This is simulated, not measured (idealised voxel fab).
Process module, titled voxel air gaps
Section cut is 265 nm wide and gridded with 5 nm square cells.
When this document writes out a cross-section, it uses a grid of square cells and lists it as bands, beginning at the top and moving down, with a band standing for one or more rows of cells.
Each band's line starts with the height of the band's top and of its bottom, in nm. Then come its materials from left to right, each with its width in nm. One material with "all across" fills the band from edge to edge. "empty" is empty space.
Note: height 0 marks the level under which the wafer is uniformly one material as received. Lowest band unbounded below, written "top 0, no bottom".
A width such as "30..40" changes by the same amount from each row of cells to the next, from the band's top row to its bottom row.
No cell of the cross-section changed in a step that is given as "remains unaltered".
"Completely enclosed voids" - sealed voids, min. 8 cells, no opening to top; format: width x height at distance (distance from left edge; nm throughout).
On a step's line, text after the settings is the simulator commenting on that step.
overlay nm: where the mask lay relative to plan, measured to the right, on steps with a mask; negatives go left.

Intended process steps:
1) RECEIVE, material Si
2) CONFORMAL_DEP, material SiO2, thk nm 10
3) CONFORMAL_DEP, material SiN, thk nm 5
4) DIRECTIONAL_DEP, material lowk, thk nm 30
5) PATTERN, tone open, mask id LINES, material resist, width nm 25, pitch nm 50, thk nm 15, overlay nm 0
6) DIRECTIONAL_ETCH, etch materials lowk, depth nm 30
7) STRIP, etch materials resist
8) CONFORMAL_DEP, material TiN, thk nm 5
9) FILL_DEP, material Ru, thk nm 10
10) CMP, height nm 45
11) EPI, material Ru, thk nm 10
12) SELECTIVE_ETCH, etch materials lowk, depth nm 40
13) CONFORMAL_DEP, material SiCN, thk nm 5

The cross-section here shows the wafer as received, i.e. in its state after step 1:
    top 0, no bottom | Si all across
    Completely enclosed voids: none

The module was run from the start shown above using the plan shown above, but one mistake was made doing it; the resulting wafer cross-section is below:
    top 50, bottom 15 | SiCN all across
    top 15, bottom 10 | SiN all across
    top 10, bottom 0 | SiO2 all across
    top 0, no bottom | Si all across
    Completely enclosed voids: none
Where did the run depart from the plan? step 4 ran differently from the plan; actual operation with settings: DIRECTIONAL_DEP, material SiCN, thk nm 30
